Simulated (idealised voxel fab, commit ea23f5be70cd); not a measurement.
Title: Process Module voxel spacer lines
200 nm wide, 5 nm square cells: that's cross-section cut.
Reading order for cross-sections: top band down to bottom band. Underlying form: a grid of square cells. Band size: one or more rows of cells. Basically the band line says how high the top is and how high the bottom is, in nm, and then what's in it from left to right, every material with its width in nm. Empty space shows up as "empty", and if a single material carries "edge to edge" it runs the full band edge to edge. Heights are reckoned from 0. Under this level, the received wafer is all of one material. The bottommost band is open-ended downward, for example "0 -> down". The notation "30->40" denotes a width that varies across the rows of cells in the band, beginning at the first number in the top row, finishing at the second number in the bottom row, and changing by an identical amount from each row to the next. For the purposes of this document, the phrase "no alteration" attached to a step denotes that no cell within the cross-section was modified by that step. In the "Closed internal voids" entry, you get each enclosed empty space of 8 cells or more, one with no open way to the top, written width x height at distance, distance from the left edge, in nm. Anything after a step's settings on that line? It's the simulator's own note about the step. overlay nm: how far to the right of its planned place the mask lay on this masked step (negative: to the left).

# The process steps that were planned are listed below
| 1 | RECEIVE [material Si] |
| 2 | CONFORMAL_DEP [material Al2O3] [thk nm 5] |
| 3 | DIRECTIONAL_DEP [material TiN] [thk nm 15] |
| 4 | DIRECTIONAL_DEP [material aC] [thk nm 25] |
| 5 | PATTERN [tone cover] [mask id MANDREL] [material resist] [width nm 20] [pitch nm 60] [thk nm 35] [overlay nm 0] |
| 6 | DIRECTIONAL_ETCH [etch materials aC] [depth nm 25] |
| 7 | STRIP [etch materials resist] |
| 8 | CONFORMAL_DEP [material SiO2] [thk nm 10] |
| 9 | DIRECTIONAL_ETCH [etch materials SiO2] [depth nm 5] |
| 10 | STRIP [etch materials aC] |
| 11 | DIRECTIONAL_ETCH [etch materials TiN] [depth nm 15] |
| 12 | STRIP [etch materials SiO2] |
| 13 | FILL_DEP [material lowk] [thk nm 5] |
| 14 | CMP [height nm 20] |
Wafers differ in depth nm at step 9; plan lists the first wafer's value; identical starting state.

# So this is the first of several wafers, cross-sectioned as it came to us, meaning it's at the end of step 1
    0 -> down | Si edge to edge
    Closed internal voids: none

# Shown in cross-section: the first of several wafers at the end of the module, after its last step, step 14
    20 -> 5 | TiN edge to edge
    5 -> 0 | Al2O3 edge to edge
    0 -> down | Si edge to edge
    Closed internal voids: none

# So this is the cross-section on the last wafer at the end of the module
    20 -> 5 | 50 of lowk, then 10 of TiN, then 20 of lowk, then 10 of TiN, then 20 of lowk, then 10 of TiN, then 20 of lowk, then 10 of TiN, then 50 of lowk
    5 -> 0 | Al2O3 edge to edge
    0 -> down | Si edge to edge
    Closed internal voids: none

# Below is a per-wafer table. In it, each row describes the wafer at the end of the module by giving, for each material, the number of cells gained (+) or lost (-) since the wafer was received, and after that the closed voids of the wafer
depth nm 5, +40 Al2O3, +120 TiN, Closed internal voids: none
depth nm 10, +40 Al2O3, +24 TiN, +96 lowk, Closed internal voids: none
depth nm 15, +40 Al2O3, +24 TiN, +96 lowk, Closed internal voids: none
depth nm 20, +40 Al2O3, +24 TiN, +96 lowk, Closed internal voids: none
depth nm 25, +40 Al2O3, +24 TiN, +96 lowk, Closed internal voids: none
